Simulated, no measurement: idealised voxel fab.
process module | voxel self aligned contacts
cross-section cut | 250 nm wide | cells 5 nm
A cross-section is a grid of square cells, given in bands from the top down. A band is one or more rows of cells.
Each band's line starts with the height of the band's top and of its bottom, in nm. Then come its materials from left to right, each with its width in nm. One material with "throughout" fills the band from edge to edge. "air" is empty space.
Height 0 is the level under which the wafer as received is all one material. The lowest band goes on downwards, as in "0 down".
A width such as "30 to 40" changes by the same amount from each row of cells to the next, from the band's top row to its bottom row.
"no change" after a step means that no cell of the cross-section changed.
closed voids: empty space of 8 cells or more with no open way to the top, each as width x height at its distance from the left edge, in nm
after a step's settings: what the simulator itself notes on the step
overlay nm, on a step with a mask: how far to the right of its planned place the mask lay; to the left if negative
plan
1 op RECEIVE | material Si
2 op OXIDIZE | depth nm 5
3 op DIRECTIONAL_DEP | material polySi | thk nm 25
4 op DIRECTIONAL_DEP | material SiN | thk nm 15
5 op PATTERN | tone cover | mask id GATE | material resist | width nm 35 | pitch nm 60 | thk nm 20 | overlay nm 0
6 op DIRECTIONAL_ETCH | etch materials SiN | depth nm 15
7 op DIRECTIONAL_ETCH | etch materials polySi | depth nm 25
8 op STRIP | etch materials resist
9 op CONFORMAL_DEP | material SiN | thk nm 5
10 op DIRECTIONAL_ETCH | etch materials SiN | depth nm 5
11 op FILL_DEP | material SiO2 | thk nm 20
12 op CMP | height nm 50
13 op DIRECTIONAL_DEP | material aC | thk nm 10
14 op PATTERN | tone open | mask id CONTACT | material resist | width nm 45 | thk nm 30 | overlay nm -15
15 op DIRECTIONAL_ETCH | etch materials aC | depth nm 10
16 op STRIP | etch materials resist
17 op DIRECTIONAL_ETCH | etch materials SiO2 | depth nm 55
18 op STRIP | etch materials aC
19 op CONFORMAL_DEP | material TiN | thk nm 5
20 op FILL_DEP | material W | thk nm 5
21 op CMP | height nm 50
22 op CONFORMAL_DEP | material SiN | thk nm 5
varied across the wafers: overlay nm of step 14. The plan shows the first wafer's value. All wafers start alike
first wafer as received, after step 1
  0 down: Si throughout
  closed voids: none
each wafer at the end: cells of each material gained (+) or lost (-) since it was received, then its closed voids
overlay nm -15 | -50 Si | +124 SiN | +361 SiO2 | +29 TiN | +16 W | +70 polySi | closed voids: none
overlay nm -10 | -50 Si | +124 SiN | +361 SiO2 | +29 TiN | +16 W | +70 polySi | closed voids: none
overlay nm -5 | -50 Si | +124 SiN | +361 SiO2 | +29 TiN | +16 W | +70 polySi | closed voids: none
overlay nm 0 | -50 Si | +124 SiN | +361 SiO2 | +29 TiN | +16 W | +70 polySi | closed voids: none
overlay nm 5 | -50 Si | +124 SiN | +361 SiO2 | +29 TiN | +16 W | +70 polySi | closed voids: none
overlay nm 10 | -50 Si | +124 SiN | +361 SiO2 | +29 TiN | +16 W | +70 polySi | closed voids: none
overlay nm 15 | -50 Si | +124 SiN | +361 SiO2 | +29 TiN | +16 W | +70 polySi | closed voids: none
